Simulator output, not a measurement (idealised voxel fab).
process module | voxel plated lines
cross-section cut | 265 nm wide | cells 5 nm
A cross-section is a grid of square cells, given in bands from the top down. A band is one or more rows of cells.
Each band's line starts with the height of the band's top and of its bottom, in nm. Then come its materials from left to right, each with its width in nm. One material with "throughout" fills the band from edge to edge. "air" is empty space.
Height 0 is the level under which the wafer as received is all one material. The lowest band goes on downwards, as in "0 down".
A width such as "30 to 40" changes by the same amount from each row of cells to the next, from the band's top row to its bottom row.
"no change" after a step means that no cell of the cross-section changed.
closed voids: empty space of 8 cells or more with no open way to the top, each as width x height at its distance from the left edge, in nm
after a step's settings: what the simulator itself notes on the step
overlay nm, on a step with a mask: how far to the right of its planned place the mask lay; to the left if negative
plan
1 op RECEIVE | material Si
2 op CONFORMAL_DEP | material SiO2 | thk nm 10
3 op DIRECTIONAL_DEP | material TiN | thk nm 5
4 op PATTERN | tone open | mask id LINES | material resist | width nm 20 | pitch nm 50 | thk nm 35 | overlay nm 0
5 op EPI | material Ru | thk nm 10
6 op EPI | material Ru | thk nm 10
7 op EPI | material Ru | thk nm 10
8 op STRIP | etch materials resist
9 op DIRECTIONAL_ETCH | etch materials TiN | depth nm 5
10 op CONFORMAL_DEP | material SiCN | thk nm 5
varied across the wafers: width nm of step 4. The plan shows the first wafer's value. All wafers start alike
first wafer as received, after step 1
  0 down: Si throughout
  closed voids: none
each wafer at the end: cells of each material gained (+) or lost (-) since it was received, then its closed voids
width nm 20 | +96 Ru | +109 SiCN | +106 SiO2 | +16 TiN | closed voids: none
width nm 25 | +120 Ru | +109 SiCN | +106 SiO2 | +20 TiN | closed voids: none
width nm 30 | +144 Ru | +109 SiCN | +106 SiO2 | +24 TiN | closed voids: none
width nm 35 | +168 Ru | +109 SiCN | +106 SiO2 | +28 TiN | closed voids: none
